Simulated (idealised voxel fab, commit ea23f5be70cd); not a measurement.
This is a process module. Its name is voxel capacitor over wiring.
Square cells of 5 nm make up the cross-section cut, whose width is 210 nm.
Cross-section, as written here: a square-cell grid given band by band from the top down, where a band holds one or more rows of cells. Heights first: top, then bottom, in nm. Then materials, left to right, each with a width in nm. "all across" on a single material: fills the band edge to edge. "empty": empty space. Height reference: 0 = level under which incoming wafer is all one material. Lowest band: no bottom, runs on downward, e.g. "top 0, no bottom". Width: "30 to 40" (first number = top row, second number = bottom row, same change from row to row of cells). The designation "remained the same", where it is given for a processing step, indicates that no cell of the cross-section was altered in the course of that step. In the "Closed internal voids" entry, you get each enclosed empty space of 8 cells or more, one with no open way to the top, written width x height at distance, distance from the left edge, in nm. Read whatever lies past the settings on a step's line as the simulator's own remark about the step. The line of a step may include "overlay nm". On a step with a mask, this value is how far to the right of its planned place the mask lay. A negative value means the mask lay to the left.

The steps planned for the process are as follows
1. RECEIVE [material Si]
2. CONFORMAL_DEP [material SiO2] [thk nm 15]
3. CONFORMAL_DEP [material SiN] [thk nm 5]
4. DIRECTIONAL_DEP [material lowk] [thk nm 15]
5. PATTERN [tone open] [mask id METAL_1] [material resist] [width nm 20] [pitch nm 75] [thk nm 20] [overlay nm 0]
6. DIRECTIONAL_ETCH [etch materials lowk] [depth nm 15]
7. DIRECTIONAL_ETCH [etch materials SiN] [depth nm 5]
8. STRIP [etch materials resist]
9. CONFORMAL_DEP [material TiN] [thk nm 5]
10. FILL_DEP [material Ru] [thk nm 10]
11. CMP [height nm 35]
12. EPI [material Ru] [thk nm 5]
13. FILL_DEP [material SiCN] [thk nm 5]
14. DIRECTIONAL_DEP [material lowk] [thk nm 10]
15. MASKED_ETCH [tone open] [mask id PLUG_1] [width nm 15] [etch materials lowk] [depth nm 10] [overlay nm 0]
16. MASKED_ETCH [tone open] [mask id PLUG_1] [width nm 15] [etch materials SiCN] [depth nm 5] [overlay nm 0]
17. EPI [material Ru] [thk nm 10]
18. EPI [material Ru] [thk nm 5]
19. DIRECTIONAL_DEP [material TiN] [thk nm 5]
20. DIRECTIONAL_DEP [material Al2O3] [thk nm 5]
21. DIRECTIONAL_DEP [material TiN] [thk nm 5]
22. DIRECTIONAL_DEP [material aC] [thk nm 15]
23. PATTERN [tone cover] [mask id UPPER_PLATE] [material resist] [width nm 60] [thk nm 35] [overlay nm 0]
24. DIRECTIONAL_ETCH [etch materials aC] [depth nm 15]
25. STRIP [etch materials resist]
26. DIRECTIONAL_ETCH [etch materials TiN] [depth nm 5]
27. DIRECTIONAL_ETCH [etch materials Al2O3] [depth nm 5]
28. STRIP [etch materials aC]
29. MASKED_ETCH [tone cover] [mask id LOWER_PLATE] [width nm 70] [etch materials TiN] [depth nm 5] [overlay nm 0]
30. FILL_DEP [material SiO2] [thk nm 20]
31. CMP [height nm 85]
32. PATTERN [tone open] [mask id PLUG_2] [material resist] [width nm 15] [thk nm 20] [overlay nm 0]
33. DIRECTIONAL_ETCH [etch materials SiO2] [depth nm 15]
34. STRIP [etch materials resist]
35. CONFORMAL_DEP [material TiN] [thk nm 5]
36. FILL_DEP [material Cu] [thk nm 10]
37. CMP [height nm 85]
38. CONFORMAL_DEP [material SiCN] [thk nm 5]
All wafers enter the flow in the same state. The width nm at step 15 differs from wafer to wafer, and the plan gives the value for the first wafer.

Received condition of the first of several wafers, sectioned: post-step 1
    top 0, no bottom  Si all across
    Closed internal voids: none

Basically each wafer gets a line in the table, showing it at the end of the module: material by material, the cells it gained (+) or lost (-) since we got it, then its closed voids
width nm 15, +12 Al2O3, +2 Cu, +33 Ru, +111 SiCN, +34 SiN, +331 SiO2, +53 TiN, +180 lowk, Closed internal voids: none
width nm 20, +12 Al2O3, +2 Cu, +35 Ru, +111 SiCN, +34 SiN, +331 SiO2, +53 TiN, +178 lowk, Closed internal voids: none
width nm 25, +12 Al2O3, +2 Cu, +37 Ru, +111 SiCN, +34 SiN, +331 SiO2, +53 TiN, +176 lowk, Closed internal voids: none
width nm 30, +12 Al2O3, +2 Cu, +39 Ru, +111 SiCN, +34 SiN, +331 SiO2, +53 TiN, +174 lowk, Closed internal voids: none
